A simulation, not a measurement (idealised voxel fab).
Title: Process Module voxel capacitor over wiring
Displayed cross-section: cut, width of 270 nm, square cells sized 5 nm.
Format of a cross-section: grid, square cells. Given as bands. Order: top down. Band: one or more rows of cells.
It is stipulated that each band's entry specify, in nanometres, the height of the top of the band and then that of its bottom, followed by the materials of the band in left-to-right sequence, each together with its width in nanometres. A single material marked by the word "all across" is understood to fill the band from edge to edge; the word "blank" is understood to denote empty space.
Height reference: 0 = level under which incoming wafer is all one material. Lowest band: no bottom, runs on downward, e.g. "z 0 and below".
Width: "30..40" (first number = top row, second number = bottom row, same change from row to row of cells).
Step marked "nothing was modified"? Then no cell in the cross-section changed in it.
Any empty space of 8 cells or more lacking an open way to the top shows up in "Enclosed void entries" as width x height at distance, distance from the left edge, in nm.
That trailing text on a step's line, after the settings, is the simulator's own remark on the step.
overlay nm: mask right of planned place by this much (step with mask). Neg. = left.
## Intended process steps
- 1: RECEIVE with material Si
- 2: CONFORMAL_DEP with material SiO2, thk nm 15
- 3: DIRECTIONAL_DEP with material TiN, thk nm 5
- 4: DIRECTIONAL_DEP with material Ru, thk nm 25
- 5: DIRECTIONAL_DEP with material aC, thk nm 15
- 6: PATTERN with tone cover, mask id METAL_1, material resist, width nm 20, pitch nm 85, thk nm 35, overlay nm 0
- 7: DIRECTIONAL_ETCH with etch materials aC, depth nm 15
- 8: STRIP with etch materials resist
- 9: DIRECTIONAL_ETCH with etch materials Ru, depth nm 25
- 10: DIRECTIONAL_ETCH with etch materials TiN, depth nm 5
- 11: STRIP with etch materials aC
- 12: CONFORMAL_DEP with material SiCN, thk nm 5
- 13: FILL_DEP with material lowk, thk nm 5
- 14: CMP with height nm 45
- 15: CONFORMAL_DEP with material SiCN, thk nm 5
- 16: DIRECTIONAL_DEP with material SiO2, thk nm 15
- 17: DIRECTIONAL_DEP with material aC, thk nm 10
- 18: PATTERN with tone open, mask id PLUG_1, material resist, width nm 15, thk nm 25, overlay nm 0
- 19: DIRECTIONAL_ETCH with etch materials aC, depth nm 10
- 20: STRIP with etch materials resist
- 21: DIRECTIONAL_ETCH with etch materials SiO2, depth nm 15
- 22: DIRECTIONAL_ETCH with etch materials SiCN, depth nm 5
- 23: STRIP with etch materials aC
- 24: CONFORMAL_DEP with material TiN, thk nm 5
- 25: FILL_DEP with material Ru, thk nm 10
- 26: CMP with height nm 65
- 27: DIRECTIONAL_DEP with material TiN, thk nm 5
- 28: DIRECTIONAL_DEP with material SiN, thk nm 5
- 29: DIRECTIONAL_DEP with material TiN, thk nm 5
- 30: MASKED_ETCH with tone cover, mask id UPPER_PLATE, width nm 70, etch materials TiN, depth nm 5, overlay nm 0
- 31: MASKED_ETCH with tone cover, mask id UPPER_PLATE, width nm 70, etch materials SiN, depth nm 5, overlay nm 0
- 32: PATTERN with tone cover, mask id LOWER_PLATE, material resist, width nm 80, thk nm 15, overlay nm 0
- 33: DIRECTIONAL_ETCH with etch materials TiN, depth nm 5
- 34: STRIP with etch materials resist
- 35: FILL_DEP with material SiO2, thk nm 20
- 36: CMP with height nm 95
- 37: MASKED_ETCH with tone open, mask id PLUG_2, width nm 15, etch materials SiO2, depth nm 15, overlay nm 0
- 38: CONFORMAL_DEP with material TiN, thk nm 5
- 39: FILL_DEP with material Ru, thk nm 5
- 40: CMP with height nm 95
- 41: CONFORMAL_DEP with material SiN, thk nm 5
## Delivered wafer in cross-section: state after step 1
    z 0 and below  Si all across
    Enclosed void entries: none
## Figure: cross-sectional view of the wafer upon completion of the module, processed from the initial state and according to the plan depicted above, with one error introduced during execution
    z 100 to 95  SiN all across
    z 95 to 85  95..85 SiO2, then 15..70 TiN, then 160..115 SiO2
    z 85 to 80  85 SiO2, then 70 SiN, then 115 SiO2
    z 80 to 75  80 SiO2, then 80 TiN, then 110 SiO2
    z 75 to 70  Ru all across
    z 70 to 65  90 TiN, then 5 Ru, then 175 TiN
    z 65 to 50  85 SiO2, then 5 TiN, then 5 Ru, then 5 TiN, then 170 SiO2
    z 50 to 45  85 SiCN, then 15 TiN, then 170 SiCN
    z 45 to 20  75 lowk, then 5 SiCN, then 20 Ru, then 5 SiCN, then 55 lowk, then 5 SiCN, then 20 Ru, then 5 SiCN, then 80 lowk
    z 20 to 15  80 SiCN, then 20 TiN, then 65 SiCN, then 20 TiN, then 85 SiCN
    z 15 to 0  SiO2 all across
    z 0 and below  Si all across
    Enclosed void entries: none
Want to know what went wrong? step 26 was run on a setting that differed from the plan, and what really ran there is CMP with height nm 75
